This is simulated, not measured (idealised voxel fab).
process module | voxel air gaps
cross-section cut | 200 nm wide | cells 5 nm
A cross-section is a grid of square cells, given in bands from the top down. A band is one or more rows of cells.
Each band's line starts with the height of the band's top and of its bottom, in nm. Then come its materials from left to right, each with its width in nm. One material with "throughout" fills the band from edge to edge. "air" is empty space.
Height 0 is the level under which the wafer as received is all one material. The lowest band goes on downwards, as in "0 down".
A width such as "30 to 40" changes by the same amount from each row of cells to the next, from the band's top row to its bottom row.
"no change" after a step means that no cell of the cross-section changed.
closed voids: empty space of 8 cells or more with no open way to the top, each as width x height at its distance from the left edge, in nm
after a step's settings: what the simulator itself notes on the step
overlay nm, on a step with a mask: how far to the right of its planned place the mask lay; to the left if negative
plan
1 op RECEIVE | material Si
2 op CONFORMAL_DEP | material SiO2 | thk nm 15
3 op CONFORMAL_DEP | material SiN | thk nm 5
4 op DIRECTIONAL_DEP | material SiO2 | thk nm 35
5 op DIRECTIONAL_DEP | material aC | thk nm 15
6 op PATTERN | tone open | mask id LINES | material resist | width nm 15 | pitch nm 40 | thk nm 35 | overlay nm 0
7 op DIRECTIONAL_ETCH | etch materials aC | depth nm 15
8 op STRIP | etch materials resist
9 op DIRECTIONAL_ETCH | etch materials SiO2 | depth nm 35
10 op STRIP | etch materials aC
11 op CONFORMAL_DEP | material TiN | thk nm 5
12 op FILL_DEP | material W | thk nm 5
13 op CMP | height nm 55
14 op EPI | material Ru | thk nm 10
15 op SELECTIVE_ETCH | etch materials SiO2 | depth nm 45
16 op CONFORMAL_DEP | material SiCN | thk nm 5
first wafer, as planned
as received, after step 1
  0 down: Si throughout
  closed voids: none
after step 2
  15 to 0: SiO2 throughout
  below 0: unchanged
after step 3
  20 to 15: SiN throughout
  below 15: unchanged
after step 4
  55 to 20: SiO2 throughout
  below 20: unchanged
after step 5
  70 to 55: aC throughout
  below 55: unchanged
after step 6
  105 to 70: resist 50 | air 15 | resist 25 | air 15 | resist 25 | air 15 | resist 55
  below 70: unchanged
after step 7
  90 to 70: resist 50 | air 15 | resist 25 | air 15 | resist 25 | air 15 | resist 55
  70 to 55: aC 50 | air 15 | aC 25 | air 15 | aC 25 | air 15 | aC 55
  below 55: unchanged
after step 8
  70 to 55: aC 50 | air 15 | aC 25 | air 15 | aC 25 | air 15 | aC 55
  below 55: unchanged
after step 9
  70 to 55: aC 50 | air 15 | aC 25 | air 15 | aC 25 | air 15 | aC 55
  55 to 20: SiO2 50 | air 15 | SiO2 25 | air 15 | SiO2 25 | air 15 | SiO2 55
  below 20: unchanged
after step 10
  55 to 20: SiO2 50 | air 15 | SiO2 25 | air 15 | SiO2 25 | air 15 | SiO2 55
  below 20: unchanged
after step 11
  60 to 55: TiN 55 | air 5 | TiN 35 | air 5 | TiN 35 | air 5 | TiN 60
  55 to 25: SiO2 50 | TiN 5 | air 5 | TiN 5 | SiO2 25 | TiN 5 | air 5 | TiN 5 | SiO2 25 | TiN 5 | air 5 | TiN 5 | SiO2 55
  25 to 20: SiO2 50 | TiN 15 | SiO2 25 | TiN 15 | SiO2 25 | TiN 15 | SiO2 55
  below 20: unchanged
after step 12
  65 to 60: W throughout
  60 to 55: TiN 55 | W 5 | TiN 35 | W 5 | TiN 35 | W 5 | TiN 60
  55 to 25: SiO2 50 | TiN 5 | W 5 | TiN 5 | SiO2 25 | TiN 5 | W 5 | TiN 5 | SiO2 25 | TiN 5 | W 5 | TiN 5 | SiO2 55
  below 25: unchanged
after step 13
  55 to 25: SiO2 50 | TiN 5 | W 5 | TiN 5 | SiO2 25 | TiN 5 | W 5 | TiN 5 | SiO2 25 | TiN 5 | W 5 | TiN 5 | SiO2 55
  below 25: unchanged
after step 14
  65 to 55: air 40 | Ru 35 | air 5 | Ru 35 | air 5 | Ru 35 | air 45
  below 55: unchanged
after step 15
  65 to 55: air 40 | Ru 35 | air 5 | Ru 35 | air 5 | Ru 35 | air 45
  55 to 25: air 50 | TiN 5 | W 5 | TiN 5 | air 25 | TiN 5 | W 5 | TiN 5 | air 25 | TiN 5 | W 5 | TiN 5 | air 55
  25 to 20: air 50 | TiN 15 | air 25 | TiN 15 | air 25 | TiN 15 | air 55
  below 20: unchanged
after step 16
  70 to 65: air 35 | SiCN 125 | air 40
  65 to 55: air 35 | SiCN 5 | Ru 35 | SiCN 5 | Ru 35 | SiCN 5 | Ru 35 | SiCN 5 | air 40
  55 to 50: air 35 | SiCN 15 | TiN 5 | W 5 | TiN 5 | SiCN 25 | TiN 5 | W 5 | TiN 5 | SiCN 25 | TiN 5 | W 5 | TiN 5 | SiCN 15 | air 40
  50 to 25: air 45 | SiCN 5 | TiN 5 | W 5 | TiN 5 | SiCN 5 | air 15 | SiCN 5 | TiN 5 | W 5 | TiN 5 | SiCN 5 | air 15 | SiCN 5 | TiN 5 | W 5 | TiN 5 | SiCN 5 | air 50
  25 to 20: SiCN 50 | TiN 15 | SiCN 25 | TiN 15 | SiCN 25 | TiN 15 | SiCN 55
  below 20: unchanged
  closed voids: 15 x 25 at 70; 15 x 25 at 110
second wafer: like start, like plan, one mistake. Through step 15 it matches the first wafer
when step 16 should have ended: no change
what went wrong: step 16 was left out
at the end the second wafer has, in cells: 110 fewer of SiCN
closed voids at the end (first wafer, second wafer): 2, 0
